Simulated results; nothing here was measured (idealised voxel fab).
The process module that follows is named voxel transistor to metal.
Pictured: cross-section cut, 200 nm wide, on a grid of 5 nm square cells.
For the purposes of this document, a cross-section shall be understood as a grid of square cells, specified as bands listed in top-to-bottom order, each band consisting of one or more rows of cells.
Each band's line starts with the height of the band's top and of its bottom, in nm. Then come its materials from left to right, each with its width in nm. One material with "everywhere" fills the band from edge to edge. "air" is empty space.
Beneath 0, the wafer as received is one material, and that level is where height counting begins. The lowest band goes on downward without a bottom; it is written like "z 0 and below".
Width "30 to 40": first value at the band's top row of cells, second value at its bottom row, equal change from row to row.
What does "no modifications" mean for a step? It means no cell of the cross-section changed in that step.
Each empty space that has no open way to the top and spans at least 8 cells appears under "Enclosed internal cavities" as width x height at distance, the distance counted from the left edge, all in nm.
That trailing text on a step's line, after the settings, is the simulator's own remark on the step.
overlay nm: mask offset rightward from planned place, masked step; negative means leftward offset.

**Planned step list for the process**
1) RECEIVE | material Si
2) CONFORMAL_DEP | material SiO2 | thk nm 5
3) CONFORMAL_DEP | material SiN | thk nm 15
4) PATTERN | tone cover | mask id ACTIVE | material resist | width nm 100 | thk nm 15 | overlay nm 0
5) DIRECTIONAL_ETCH | etch materials SiN | depth nm 15
6) DIRECTIONAL_ETCH | etch materials SiO2 | depth nm 5
7) DIRECTIONAL_ETCH | etch materials Si | depth nm 35
8) STRIP | etch materials resist
9) FILL_DEP | material SiO2 | thk nm 15
10) CMP | height nm 20
11) SELECTIVE_ETCH | etch materials SiO2 | depth nm 5
12) STRIP | etch materials SiN
13) SELECTIVE_ETCH | etch materials SiO2 | depth nm 5
14) OXIDIZE | depth nm 5
15) DIRECTIONAL_DEP | material polySi | thk nm 30
16) DIRECTIONAL_DEP | material SiCN | thk nm 10
17) PATTERN | tone cover | mask id GATE | material resist | width nm 20 | thk nm 15 | overlay nm 0
18) DIRECTIONAL_ETCH | etch materials SiCN | depth nm 20
19) DIRECTIONAL_ETCH | etch materials polySi | depth nm 40
20) STRIP | etch materials resist
21) CONFORMAL_DEP | material SiO2 | thk nm 5
22) DIRECTIONAL_ETCH | etch materials SiO2 | depth nm 5
23) CONFORMAL_DEP | material SiN | thk nm 5
24) DIRECTIONAL_ETCH | etch materials SiN | depth nm 5
25) DIRECTIONAL_ETCH | etch materials SiO2 | depth nm 5
26) DIRECTIONAL_ETCH | etch materials Si | depth nm 15
27) EPI | material SiGe | thk nm 15
28) FILL_DEP | material SiO2 | thk nm 5
29) CMP | height nm 40
30) DIRECTIONAL_DEP | material SiO2 | thk nm 15
31) MASKED_ETCH | tone open | mask id CONTACT | width nm 20 | pitch nm 70 | etch materials SiO2 | depth nm 45 | overlay nm 0
32) CONFORMAL_DEP | material TiN | thk nm 5
33) FILL_DEP | material W | thk nm 10
34) CMP | height nm 55
35) DIRECTIONAL_DEP | material TiN | thk nm 5
36) DIRECTIONAL_DEP | material Ru | thk nm 20
37) DIRECTIONAL_DEP | material aC | thk nm 15
38) PATTERN | tone cover | mask id METAL_1 | material resist | width nm 20 | pitch nm 70 | thk nm 30 | overlay nm 0
39) DIRECTIONAL_ETCH | etch materials aC | depth nm 15
40) STRIP | etch materials resist
41) DIRECTIONAL_ETCH | etch materials Ru | depth nm 20
42) DIRECTIONAL_ETCH | etch materials TiN | depth nm 5
43) STRIP | etch materials aC
44) FILL_DEP | material lowk | thk nm 10
45) CMP | height nm 80
46) CONFORMAL_DEP | material SiCN | thk nm 5
47) DIRECTIONAL_DEP | material SiO2 | thk nm 30
48) PATTERN | tone open | mask id METAL_2_HOLES | material resist | width nm 15 | pitch nm 70 | thk nm 20 | overlay nm 0
49) DIRECTIONAL_ETCH | etch materials SiO2 | depth nm 30
50) STRIP | etch materials resist
51) DIRECTIONAL_DEP | material aC | thk nm 15
52) PATTERN | tone open | mask id METAL_2 | material resist | width nm 20 | pitch nm 70 | thk nm 30 | overlay nm 0
53) DIRECTIONAL_ETCH | etch materials aC | depth nm 15
54) STRIP | etch materials resist
55) DIRECTIONAL_ETCH | etch materials SiO2 | depth nm 15
56) DIRECTIONAL_ETCH | etch materials SiCN | depth nm 5
57) STRIP | etch materials aC
58) CONFORMAL_DEP | material TiN | thk nm 5
59) FILL_DEP | material Cu | thk nm 10
60) CMP | height nm 115
61) CONFORMAL_DEP | material SiN | thk nm 5

**Cross-section of the incoming wafer, state after step 1**
z 0 and below: Si everywhere
Enclosed internal cavities: none

**Here's the cross-section of the first of our two wafers at the end of the module - it ran as planned**
z 120 to 115: SiN everywhere
z 115 to 105: SiO2 (55), TiN (5), Cu (10), TiN (5), SiO2 (50), TiN (5), Cu (10), TiN (5), SiO2 (55)
z 105 to 100: SiO2 (55), TiN (5), Cu (5), TiN (10), SiO2 (50), TiN (5), Cu (5), TiN (10), SiO2 (55)
z 100 to 85: SiO2 (55), TiN (5), Cu (5), TiN (5), SiO2 (55), TiN (5), Cu (5), TiN (5), SiO2 (60)
z 85 to 80: SiCN (55), TiN (15), SiCN (55), TiN (15), SiCN (60)
z 80 to 60: lowk (55), Ru (20), lowk (50), Ru (20), lowk (55)
z 60 to 55: lowk (55), TiN (20), lowk (50), TiN (20), lowk (55)
z 55 to 40: SiO2 (55), TiN (5), W (10), TiN (5), SiO2 (50), TiN (5), W (10), TiN (5), SiO2 (55)
z 40 to 30: SiO2 (55), TiN (5), W (10), TiN (5), SiO2 (5), SiN (5), SiO2 (5), SiCN (20), SiO2 (5), SiN (5), SiO2 (5), TiN (5), W (10), TiN (5), SiO2 (55)
z 30 to 15: SiO2 (55), TiN (5), W (10), TiN (5), SiO2 (5), SiN (5), SiO2 (5), polySi (20), SiO2 (5), SiN (5), SiO2 (5), TiN (5), W (10), TiN (5), SiO2 (55)
z 15 to 10: SiO2 (55), TiN (20), SiO2 (5), SiN (5), SiO2 (5), polySi (20), SiO2 (5), SiN (5), SiO2 (5), TiN (20), SiO2 (55)
z 10 to 0: SiO2 (50), SiN (5), SiGe (25), SiN (5), SiO2 (5), polySi (20), SiO2 (5), SiN (5), SiGe (25), SiN (5), SiO2 (50)
z 0 to -5: SiO2 (55), SiGe (25), SiO2 (40), SiGe (25), SiO2 (55)
z -5 to -20: SiO2 (50), Si (5), SiGe (25), Si (40), SiGe (25), Si (5), SiO2 (50)
z -20 to -35: SiO2 (50), Si (100), SiO2 (50)
z -35 and below: Si everywhere
Enclosed internal cavities: none

**Cross-sectional view: second of two wafers, end of module; start and plan identical to the first, one mistake in running**
z 120 to 115: SiN everywhere
z 115 to 105: SiO2 (55), TiN (5), Cu (10), TiN (5), SiO2 (50), TiN (5), Cu (10), TiN (5), SiO2 (55)
z 105 to 100: SiO2 (55), TiN (5), Cu (5), TiN (10), SiO2 (50), TiN (5), Cu (5), TiN (10), SiO2 (55)
z 100 to 85: SiO2 (55), TiN (5), Cu (5), TiN (5), SiO2 (55), TiN (5), Cu (5), TiN (5), SiO2 (60)
z 85 to 80: SiCN (55), TiN (15), SiCN (55), TiN (15), SiCN (60)
z 80 to 60: lowk (55), Ru (20), lowk (50), Ru (20), lowk (55)
z 60 to 55: lowk (55), TiN (20), lowk (50), TiN (20), lowk (55)
z 55 to 40: SiO2 (55), TiN (5), W (10), TiN (5), SiO2 (50), TiN (5), W (10), TiN (5), SiO2 (55)
z 40 to 30: SiO2 (55), TiN (5), W (10), TiN (5), SiO2 (5), SiN (5), SiO2 (5), SiCN (20), SiO2 (5), SiN (5), SiO2 (5), TiN (5), W (10), TiN (5), SiO2 (55)
z 30 to 15: SiO2 (55), TiN (5), W (10), TiN (5), SiO2 (5), SiN (5), SiO2 (5), polySi (20), SiO2 (5), SiN (5), SiO2 (5), TiN (5), W (10), TiN (5), SiO2 (55)
z 15 to 10: SiO2 (55), TiN (20), SiO2 (5), SiN (5), SiO2 (5), polySi (20), SiO2 (5), SiN (5), SiO2 (5), TiN (20), SiO2 (55)
z 10 to 5: SiO2 (45), SiN (5), SiO2 (15), SiGe (15), SiN (5), SiO2 (5), polySi (20), SiO2 (5), SiN (5), SiGe (15), SiO2 (15), SiN (5), SiO2 (45)
z 5 to 0: SiO2 (45), SiN (5), SiGe (30), SiN (5), SiO2 (5), polySi (20), SiO2 (5), SiN (5), SiGe (30), SiN (5), SiO2 (45)
z 0 to -5: SiO2 (50), SiGe (30), SiO2 (40), SiGe (30), SiO2 (50)
z -5 to -10: SiO2 (55), SiGe (25), Si (40), SiGe (25), SiO2 (55)
z -10 to -20: SiO2 (50), Si (5), SiGe (25), Si (40), SiGe (25), Si (5), SiO2 (50)
z -20 to -35: SiO2 (50), Si (100), SiO2 (50)
z -35 and below: Si everywhere
Enclosed internal cavities: none
What was done differently from what was planned? plan steps 11 and 12 run swapped
Wafer comparison, final, in cells, second relative to first, materials more or fewer: Si: 2 fewer; SiO2: 2 more
